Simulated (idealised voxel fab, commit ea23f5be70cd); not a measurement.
process module | voxel trench capacitor
cross-section cut | 225 nm wide | cells 5 nm
A cross-section is a grid of square cells, given in bands from the top down. A band is one or more rows of cells.
Each band's line starts with the height of the band's top and of its bottom, in nm. Then come its materials from left to right, each with its width in nm. One material with "throughout" fills the band from edge to edge. "air" is empty space.
Height 0 is the level under which the wafer as received is all one material. The lowest band goes on downwards, as in "0 down".
A width such as "30 to 40" changes by the same amount from each row of cells to the next, from the band's top row to its bottom row.
"no change" after a step means that no cell of the cross-section changed.
closed voids: empty space of 8 cells or more with no open way to the top, each as width x height at its distance from the left edge, in nm
after a step's settings: what the simulator itself notes on the step
overlay nm, on a step with a mask: how far to the right of its planned place the mask lay; to the left if negative
plan
1 op RECEIVE | material Si
2 op CONFORMAL_DEP | material SiN | thk nm 10
3 op MASKED_ETCH | tone open | mask id TRENCH | width nm 15 | pitch nm 35 | etch materials SiN | depth nm 10 | overlay nm 0
4 op MASKED_ETCH | tone open | mask id TRENCH | width nm 15 | pitch nm 35 | etch materials Si | depth nm 40 | overlay nm 0
5 op CONFORMAL_DEP | material Al2O3 | thk nm 5
6 op FILL_DEP | material polySi | thk nm 10
7 op CMP | height nm 10
first wafer, as planned
as received, after step 1
  0 down: Si throughout
  closed voids: none
after step 2
  10 to 0: SiN throughout
  below 0: unchanged
after step 3
  10 to 0: SiN 70 | air 15 | SiN 20 | air 15 | SiN 20 | air 15 | SiN 70
  below 0: unchanged
after step 4
  10 to 0: SiN 70 | air 15 | SiN 20 | air 15 | SiN 20 | air 15 | SiN 70
  0 to -40: Si 70 | air 15 | Si 20 | air 15 | Si 20 | air 15 | Si 70
  below -40: unchanged
after step 5
  15 to 10: Al2O3 75 | air 5 | Al2O3 30 | air 5 | Al2O3 30 | air 5 | Al2O3 75
  10 to 0: SiN 70 | Al2O3 5 | air 5 | Al2O3 5 | SiN 20 | Al2O3 5 | air 5 | Al2O3 5 | SiN 20 | Al2O3 5 | air 5 | Al2O3 5 | SiN 70
  0 to -35: Si 70 | Al2O3 5 | air 5 | Al2O3 5 | Si 20 | Al2O3 5 | air 5 | Al2O3 5 | Si 20 | Al2O3 5 | air 5 | Al2O3 5 | Si 70
  -35 to -40: Si 70 | Al2O3 15 | Si 20 | Al2O3 15 | Si 20 | Al2O3 15 | Si 70
  below -40: unchanged
after step 6
  25 to 15: polySi throughout
  15 to 10: Al2O3 75 | polySi 5 | Al2O3 30 | polySi 5 | Al2O3 30 | polySi 5 | Al2O3 75
  10 to 0: SiN 70 | Al2O3 5 | polySi 5 | Al2O3 5 | SiN 20 | Al2O3 5 | polySi 5 | Al2O3 5 | SiN 20 | Al2O3 5 | polySi 5 | Al2O3 5 | SiN 70
  0 to -35: Si 70 | Al2O3 5 | polySi 5 | Al2O3 5 | Si 20 | Al2O3 5 | polySi 5 | Al2O3 5 | Si 20 | Al2O3 5 | polySi 5 | Al2O3 5 | Si 70
  below -35: unchanged
after step 7
  10 to 0: SiN 70 | Al2O3 5 | polySi 5 | Al2O3 5 | SiN 20 | Al2O3 5 | polySi 5 | Al2O3 5 | SiN 20 | Al2O3 5 | polySi 5 | Al2O3 5 | SiN 70
  below 0: unchanged
second wafer: like start, like plan, one mistake. Through step 5 it matches the first wafer
when step 6 should have ended
  25 to 15: SiN throughout
  15 to 10: Al2O3 75 | SiN 5 | Al2O3 30 | SiN 5 | Al2O3 30 | SiN 5 | Al2O3 75
  10 to 0: SiN 70 | Al2O3 5 | SiN 5 | Al2O3 5 | SiN 20 | Al2O3 5 | SiN 5 | Al2O3 5 | SiN 20 | Al2O3 5 | SiN 5 | Al2O3 5 | SiN 70
  0 to -35: Si 70 | Al2O3 5 | SiN 5 | Al2O3 5 | Si 20 | Al2O3 5 | SiN 5 | Al2O3 5 | Si 20 | Al2O3 5 | SiN 5 | Al2O3 5 | Si 70
  below -35: unchanged
when step 7 should have ended
  10 to 0: SiN 70 | Al2O3 5 | SiN 5 | Al2O3 5 | SiN 20 | Al2O3 5 | SiN 5 | Al2O3 5 | SiN 20 | Al2O3 5 | SiN 5 | Al2O3 5 | SiN 70
  below 0: unchanged
what went wrong: step 6 ran as: op FILL_DEP | material SiN | thk nm 10
at the end the second wafer has, in cells: 27 more of SiN | 27 fewer of polySi
